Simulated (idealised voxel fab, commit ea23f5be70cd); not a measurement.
process module | voxel capacitor over wiring
cross-section cut | 285 nm wide | cells 5 nm
A cross-section is a grid of square cells, given in bands from the top down. A band is one or more rows of cells.
Each band's line starts with the height of the band's top and of its bottom, in nm. Then come its materials from left to right, each with its width in nm. One material with "throughout" fills the band from edge to edge. "air" is empty space.
Height 0 is the level under which the wafer as received is all one material. The lowest band goes on downwards, as in "0 down".
A width such as "30 to 40" changes by the same amount from each row of cells to the next, from the band's top row to its bottom row.
"no change" after a step means that no cell of the cross-section changed.
closed voids: empty space of 8 cells or more with no open way to the top, each as width x height at its distance from the left edge, in nm
after a step's settings: what the simulator itself notes on the step
overlay nm, on a step with a mask: how far to the right of its planned place the mask lay; to the left if negative
plan
1 op RECEIVE | material Si
2 op CONFORMAL_DEP | material SiO2 | thk nm 15
3 op DIRECTIONAL_DEP | material TiN | thk nm 5
4 op DIRECTIONAL_DEP | material Ru | thk nm 20
5 op PATTERN | tone cover | mask id METAL_1 | material resist | width nm 30 | pitch nm 100 | thk nm 20 | overlay nm 0
6 op DIRECTIONAL_ETCH | etch materials Ru | depth nm 20
7 op DIRECTIONAL_ETCH | etch materials TiN | depth nm 5
8 op STRIP | etch materials resist
9 op FILL_DEP | material SiO2 | thk nm 10
10 op CMP | height nm 40
11 op CONFORMAL_DEP | material SiCN | thk nm 5
12 op DIRECTIONAL_DEP | material lowk | thk nm 15
13 op DIRECTIONAL_DEP | material aC | thk nm 15
14 op PATTERN | tone open | mask id PLUG_1 | material resist | width nm 15 | thk nm 30 | overlay nm 0
15 op DIRECTIONAL_ETCH | etch materials aC | depth nm 15
16 op STRIP | etch materials resist
17 op DIRECTIONAL_ETCH | etch materials lowk | depth nm 15
18 op DIRECTIONAL_ETCH | etch materials SiCN | depth nm 5
19 op STRIP | etch materials aC
20 op EPI | material Ru | thk nm 10
21 op EPI | material Ru | thk nm 10
22 op DIRECTIONAL_DEP | material TiN | thk nm 10
23 op DIRECTIONAL_DEP | material Al2O3 | thk nm 5
24 op DIRECTIONAL_DEP | material TiN | thk nm 5
25 op PATTERN | tone cover | mask id UPPER_PLATE | material resist | width nm 75 | thk nm 15 | overlay nm 0
26 op DIRECTIONAL_ETCH | etch materials TiN | depth nm 5
27 op DIRECTIONAL_ETCH | etch materials Al2O3 | depth nm 5
28 op STRIP | etch materials resist
29 op MASKED_ETCH | tone cover | mask id LOWER_PLATE | width nm 85 | etch materials TiN | depth nm 10 | overlay nm -15
30 op FILL_DEP | material SiO2 | thk nm 20
31 op CMP | height nm 95
32 op MASKED_ETCH | tone open | mask id PLUG_2 | width nm 15 | etch materials SiO2 | depth nm 15 | overlay nm 0
33 op CONFORMAL_DEP | material TiN | thk nm 5
34 op FILL_DEP | material Ru | thk nm 10
35 op CMP | height nm 95
36 op CONFORMAL_DEP | material SiN | thk nm 5
varied across the wafers: overlay nm of step 29. The plan shows the first wafer's value. All wafers start alike
first wafer as received, after step 1
  0 down: Si throughout
  closed voids: none
first wafer at the end, after step 36
  100 to 95: SiN throughout
  95 to 85: SiO2 100 | TiN 5 | Ru 5 | TiN 5 | SiO2 170
  85 to 75: SiO2 100 to 90 | TiN 15 to 65 | SiO2 170 to 130
  75 to 70: SiO2 90 | Al2O3 75 | SiO2 120
  70 to 60: SiO2 70 | TiN 95 | SiO2 120
  60 to 45: lowk 90 | Ru 15 | lowk 180
  45 to 40: SiCN 90 | Ru 15 | SiCN 180
  40 to 20: SiO2 75 | Ru 30 | SiO2 70 | Ru 30 | SiO2 80
  20 to 15: SiO2 75 | TiN 30 | SiO2 70 | TiN 30 | SiO2 80
  15 to 0: SiO2 throughout
  0 down: Si throughout
  closed voids: none
last wafer at the end
  100 to 95: SiN throughout
  95 to 85: SiO2 100 | TiN 5 | Ru 5 | TiN 5 | SiO2 170
  85 to 75: SiO2 100 | TiN 15 to 65 | SiO2 170 to 120
  75 to 70: SiO2 90 | Al2O3 75 | SiO2 120
  70 to 60: SiO2 90 | TiN 95 | SiO2 100
  60 to 45: lowk 90 | Ru 15 | lowk 180
  45 to 40: SiCN 90 | Ru 15 | SiCN 180
  40 to 20: SiO2 75 | Ru 30 | SiO2 70 | Ru 30 | SiO2 80
  20 to 15: SiO2 75 | TiN 30 | SiO2 70 | TiN 30 | SiO2 80
  15 to 0: SiO2 throughout
  0 down: Si throughout
  closed voids: none
each wafer at the end: cells of each material gained (+) or lost (-) since it was received, then its closed voids
overlay nm -15 | +15 Al2O3 | +62 Ru | +54 SiCN | +57 SiN | +720 SiO2 | +70 TiN | +162 lowk | closed voids: none
overlay nm -10 | +15 Al2O3 | +62 Ru | +54 SiCN | +57 SiN | +721 SiO2 | +69 TiN | +162 lowk | closed voids: none
overlay nm -5 | +15 Al2O3 | +62 Ru | +54 SiCN | +57 SiN | +722 SiO2 | +68 TiN | +162 lowk | closed voids: none
overlay nm 0 | +15 Al2O3 | +62 Ru | +54 SiCN | +57 SiN | +722 SiO2 | +68 TiN | +162 lowk | closed voids: none
overlay nm 5 | +15 Al2O3 | +62 Ru | +54 SiCN | +57 SiN | +722 SiO2 | +68 TiN | +162 lowk | closed voids: none
overlay nm 10 | +15 Al2O3 | +62 Ru | +54 SiCN | +57 SiN | +721 SiO2 | +69 TiN | +162 lowk | closed voids: none
overlay nm 15 | +15 Al2O3 | +62 Ru | +54 SiCN | +57 SiN | +720 SiO2 | +70 TiN | +162 lowk | closed voids: none
